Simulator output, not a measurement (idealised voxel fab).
process module | voxel fin reveal
cross-section cut | 250 nm wide | cells 5 nm
A cross-section is a grid of square cells, given in bands from the top down. A band is one or more rows of cells.
Each band's line starts with the height of the band's top and of its bottom, in nm. Then come its materials from left to right, each with its width in nm. One material with "throughout" fills the band from edge to edge. "air" is empty space.
Height 0 is the level under which the wafer as received is all one material. The lowest band goes on downwards, as in "0 down".
A width such as "30 to 40" changes by the same amount from each row of cells to the next, from the band's top row to its bottom row.
"no change" after a step means that no cell of the cross-section changed.
closed voids: empty space of 8 cells or more with no open way to the top, each as width x height at its distance from the left edge, in nm
after a step's settings: what the simulator itself notes on the step
overlay nm, on a step with a mask: how far to the right of its planned place the mask lay; to the left if negative
plan
1 op RECEIVE | material Si
2 op CONFORMAL_DEP | material SiN | thk nm 5
3 op PATTERN | tone cover | mask id FINS | material resist | width nm 15 | pitch nm 45 | thk nm 20 | overlay nm 0
4 op DIRECTIONAL_ETCH | etch materials SiN | depth nm 5
5 op DIRECTIONAL_ETCH | etch materials Si | depth nm 35
6 op STRIP | etch materials resist
7 op FILL_DEP | material SiO2 | thk nm 5
8 op CMP | height nm 5
9 op SELECTIVE_ETCH | etch materials SiO2 | depth nm 15
10 op STRIP | etch materials SiN
11 op CONFORMAL_DEP | material HfO2 | thk nm 5
first wafer, as planned
as received, after step 1
  0 down: Si throughout
  closed voids: none
after step 2
  5 to 0: SiN throughout
  below 0: unchanged
after step 3
  25 to 5: air 50 | resist 15 | air 30 | resist 15 | air 30 | resist 15 | air 30 | resist 15 | air 50
  below 5: unchanged
after step 4
  25 to 5: air 50 | resist 15 | air 30 | resist 15 | air 30 | resist 15 | air 30 | resist 15 | air 50
  5 to 0: air 50 | SiN 15 | air 30 | SiN 15 | air 30 | SiN 15 | air 30 | SiN 15 | air 50
  below 0: unchanged
after step 5
  25 to 5: air 50 | resist 15 | air 30 | resist 15 | air 30 | resist 15 | air 30 | resist 15 | air 50
  5 to 0: air 50 | SiN 15 | air 30 | SiN 15 | air 30 | SiN 15 | air 30 | SiN 15 | air 50
  0 to -35: air 50 | Si 15 | air 30 | Si 15 | air 30 | Si 15 | air 30 | Si 15 | air 50
  below -35: unchanged
after step 6
  5 to 0: air 50 | SiN 15 | air 30 | SiN 15 | air 30 | SiN 15 | air 30 | SiN 15 | air 50
  below 0: unchanged
after step 7
  10 to 5: SiO2 throughout
  5 to 0: SiO2 50 | SiN 15 | SiO2 30 | SiN 15 | SiO2 30 | SiN 15 | SiO2 30 | SiN 15 | SiO2 50
  0 to -35: SiO2 50 | Si 15 | SiO2 30 | Si 15 | SiO2 30 | Si 15 | SiO2 30 | Si 15 | SiO2 50
  below -35: unchanged
after step 8
  5 to 0: SiO2 50 | SiN 15 | SiO2 30 | SiN 15 | SiO2 30 | SiN 15 | SiO2 30 | SiN 15 | SiO2 50
  below 0: unchanged
after step 9
  5 to 0: air 50 | SiN 15 | air 30 | SiN 15 | air 30 | SiN 15 | air 30 | SiN 15 | air 50
  0 to -10: air 50 | Si 15 | air 30 | Si 15 | air 30 | Si 15 | air 30 | Si 15 | air 50
  below -10: unchanged
after step 10
  0 to -10: air 50 | Si 15 | air 30 | Si 15 | air 30 | Si 15 | air 30 | Si 15 | air 50
  below -10: unchanged
after step 11
  5 to 0: air 45 | HfO2 25 | air 20 | HfO2 25 | air 20 | HfO2 25 | air 20 | HfO2 25 | air 45
  0 to -5: air 45 | HfO2 5 | Si 15 | HfO2 5 | air 20 | HfO2 5 | Si 15 | HfO2 5 | air 20 | HfO2 5 | Si 15 | HfO2 5 | air 20 | HfO2 5 | Si 15 | HfO2 5 | air 45
  -5 to -10: HfO2 50 | Si 15 | HfO2 30 | Si 15 | HfO2 30 | Si 15 | HfO2 30 | Si 15 | HfO2 50
  below -10: unchanged
second wafer: like start, like plan, one mistake. Through step 10 it matches the first wafer
when step 11 should have ended: no change
what went wrong: step 11 was left out
at the end the second wafer has, in cells: 66 fewer of HfO2
